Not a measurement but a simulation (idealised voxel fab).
The name of this process module is voxel lift off.
The figure presents cross-section cut, which has a width of 205 nm and is divided into square cells with an edge length of 5 nm.
Think of the cross-section as a grid of square cells. We describe it in bands, top to bottom, and each band covers one or more rows of those cells.
Heights first: top, then bottom, in nm. Then materials, left to right, each with a width in nm. "full width" on a single material: fills the band edge to edge. "empty": empty space.
Height reference: 0 = level under which incoming wafer is all one material. Lowest band: no bottom, runs on downward, e.g. "0 down".
Top row gets the first number, bottom row gets the second, and each row in between changes by the same step: that is how a band width like "30 to 40" works.
Reading "nothing got changed" for a step: not a cell of the cross-section changed in it.
Entrapped void list: empty space of 8 cells or more with no open way to the top, each as width x height at its distance from the left edge, in nm
Heads up: the bit after the settings on a step's line is the simulator's remark on that step.
"overlay nm" denotes, for a step that has a mask, the displacement of the mask to the right of its planned place, with negative values corresponding to the left.
[So here's the lineup of process steps we planned]
- 1: RECEIVE | material Si
- 2: CONFORMAL_DEP | material SiN | thk nm 5
- 3: PATTERN | tone open | mask id LINES | material resist | width nm 15 | pitch nm 40 | thk nm 25 | overlay nm 0
- 4: DIRECTIONAL_DEP | material Ru | thk nm 15
- 5: STRIP | etch materials resist
- 6: CONFORMAL_DEP | material SiO2 | thk nm 5
[The first of two wafers, run as planned]
[Cross-section of the incoming wafer, state after step 1]
0 down | Si full width
Entrapped void list: none
[The wafer in cross-section once step 2 is complete]
5 to 0 | SiN full width
Below a height of 0, the structure has not been altered.
[The wafer in cross-section once step 3 is complete]
30 to 5 | resist 75, empty 15, resist 25, empty 15, resist 75
Below a height of 5, the structure has not been altered.
[The wafer in cross-section once step 4 is complete]
45 to 30 | Ru 75, empty 15, Ru 25, empty 15, Ru 75
30 to 20 | resist 75, empty 15, resist 25, empty 15, resist 75
20 to 5 | resist 75, Ru 15, resist 25, Ru 15, resist 75
Below a height of 5, the structure has not been altered.
[The wafer in cross-section once step 5 is complete]
20 to 5 | empty 75, Ru 15, empty 25, Ru 15, empty 75
Below a height of 5, the structure has not been altered.
[The wafer in cross-section once step 6 is complete]
25 to 20 | empty 70, SiO2 25, empty 15, SiO2 25, empty 70
20 to 10 | empty 70, SiO2 5, Ru 15, SiO2 5, empty 15, SiO2 5, Ru 15, SiO2 5, empty 70
10 to 5 | SiO2 75, Ru 15, SiO2 25, Ru 15, SiO2 75
Below a height of 5, the structure has not been altered.
[Wafer two of the pair: same origin, same plan, one error during the run; identical to wafer one up to and including step 5]
[What the second wafer looks like in cross-section when step 6 should have wrapped up]
35 to 20 | empty 60, SiO2 85, empty 60
20 to 5 | SiO2 75, Ru 15, SiO2 25, Ru 15, SiO2 75
Below a height of 5, the structure has not been altered.
The plan and the run diverged here: step 6: run off-plan, actual operation and settings CONFORMAL_DEP | material SiO2 | thk nm 15
Final wafer comparison in cells, second versus first, more or fewer per material: +103 SiO2
